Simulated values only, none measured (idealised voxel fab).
The document below concerns the process module designated voxel gate over fins.
Cross-section cut: width 160 nm, square cells of 5 nm.
When this document writes out a cross-section, it uses a grid of square cells and lists it as bands, beginning at the top and moving down, with a band standing for one or more rows of cells.
Band: top and bottom heights (nm) first, top before bottom; then materials from left to right, widths in nm. "edge to edge" marks a sole material filling the band edge to edge. "empty" denotes empty space.
Height 0 is the level under which the wafer as received is all one material. The lowest band goes on downwards, as in "z 0 and below".
A width such as "30->40" changes by the same amount from each row of cells to the next, from the band's top row to its bottom row.
Step marked "no alterations made"? Then no cell in the cross-section changed in it.
Enclosed void catalog: empty space of 8 cells or more with no open way to the top, each as width x height at its distance from the left edge, in nm
Text after the settings on a step's line: the simulator's own remark on that step.
The optional step-line setting "overlay nm" applies to steps with a mask and quantifies how far to the right of its planned location the mask lay, a negative value indicating leftward placement.
### Steps planned for the process
1) RECEIVE [material Si]
2) CONFORMAL_DEP [material SiN] [thk nm 10]
3) MASKED_ETCH [tone cover] [mask id FINS] [width nm 15] [pitch nm 60] [etch materials SiN] [depth nm 10] [overlay nm 0]
4) MASKED_ETCH [tone cover] [mask id FINS] [width nm 15] [pitch nm 60] [etch materials Si] [depth nm 35] [overlay nm 0]
5) OXIDIZE [depth nm 5]
6) FILL_DEP [material SiO2] [thk nm 15]
7) CMP [height nm 10]
8) MASKED_ETCH [tone open] [mask id RAIL] [width nm 15] [etch materials SiO2] [depth nm 40] [overlay nm 0]
9) CONFORMAL_DEP [material TiN] [thk nm 5]
10) FILL_DEP [material Ru] [thk nm 5]
11) CMP [height nm 10]
12) SELECTIVE_ETCH [etch materials W Ru TiN] [depth nm 25]
13) FILL_DEP [material SiO2] [thk nm 5]
14) CMP [height nm 10]
15) SELECTIVE_ETCH [etch materials SiO2] [depth nm 20]
16) STRIP [etch materials SiN]
17) CONFORMAL_DEP [material HfO2] [thk nm 5]
18) CONFORMAL_DEP [material TiN] [thk nm 5]
19) CONFORMAL_DEP [material TiAl] [thk nm 5]
20) CONFORMAL_DEP [material TiN] [thk nm 5]
21) FILL_DEP [material W] [thk nm 10]
22) CMP [height nm 25]
23) CONFORMAL_DEP [material SiN] [thk nm 10]
### Cross-sectional view of the wafer in its as-received condition, corresponding to the state after step 1
	z 0 and below  Si edge to edge
	Enclosed void catalog: none
### Wafer cross-section at end of module: start and plan as shown above, one execution error
	z 35 to 25  SiN edge to edge
	z 25 to 20  W (20) | TiN (5) | TiAl (45) | TiN (5) | W (5) | TiN (5) | TiAl (45) | TiN (5) | W (25)
	z 20 to 15  W (20) | TiN (5) | TiAl (5) | TiN (35) | TiAl (5) | TiN (5) | W (5) | TiN (5) | TiAl (5) | TiN (35) | TiAl (5) | TiN (5) | W (25)
	z 15 to 10  W (20) | TiN (5) | TiAl (5) | TiN (5) | HfO2 (25) | TiN (5) | TiAl (5) | TiN (5) | W (5) | TiN (5) | TiAl (5) | TiN (5) | HfO2 (25) | TiN (5) | TiAl (5) | TiN (5) | W (25)
	z 10 to 0  W (20) | TiN (5) | TiAl (5) | TiN (5) | HfO2 (5) | SiN (15) | HfO2 (5) | TiN (5) | TiAl (5) | TiN (5) | W (5) | TiN (5) | TiAl (5) | TiN (5) | HfO2 (5) | SiN (15) | HfO2 (5) | TiN (5) | TiAl (5) | TiN (5) | W (25)
	z 0 to -10  W (20) | TiN (5) | TiAl (5) | TiN (5->10) | HfO2 (10->5) | Si (5) | HfO2 (10->5) | TiN (5->10) | TiAl (5) | TiN (5) | W (5) | TiN (5) | TiAl (5) | TiN (5->10) | HfO2 (10->5) | Si (5) | HfO2 (10->5) | TiN (5->10) | TiAl (5) | TiN (5) | W (25)
	z -10 to -20  W (20) | TiN (5->10) | TiAl (10->5) | TiN (5) | HfO2 (5) | Si (5) | HfO2 (5) | TiN (5) | TiAl (10->5) | TiN (5->10) | W (5) | TiN (5->10) | TiAl (10->5) | TiN (5) | HfO2 (5) | Si (5) | HfO2 (5) | TiN (5) | TiAl (10->5) | TiN (5->10) | W (25)
	z -20 to -25  TiN (30) | TiAl (5) | TiN (5) | HfO2 (5) | Si (5) | HfO2 (5) | TiN (5) | TiAl (5) | TiN (25) | TiAl (5) | TiN (5) | HfO2 (5) | Si (5) | HfO2 (5) | TiN (5) | TiAl (5) | TiN (35)
	z -25 to -30  TiAl (35) | TiN (5) | HfO2 (5) | Si (5) | HfO2 (5) | TiN (5) | TiAl (35) | TiN (5) | HfO2 (5) | Si (5) | HfO2 (5) | TiN (5) | TiAl (40)
	z -30 to -35  TiN (40) | HfO2 (5) | Si (5) | HfO2 (5) | TiN (45) | HfO2 (5) | Si (5) | HfO2 (5) | TiN (45)
	z -35 to -40  HfO2 (45) | Si (5) | HfO2 (55) | Si (5) | HfO2 (50)
	z -40 and below  Si edge to edge
	Enclosed void catalog: none
Short version of what went wrong: step 16 ran as: STRIP [etch materials SiO2]
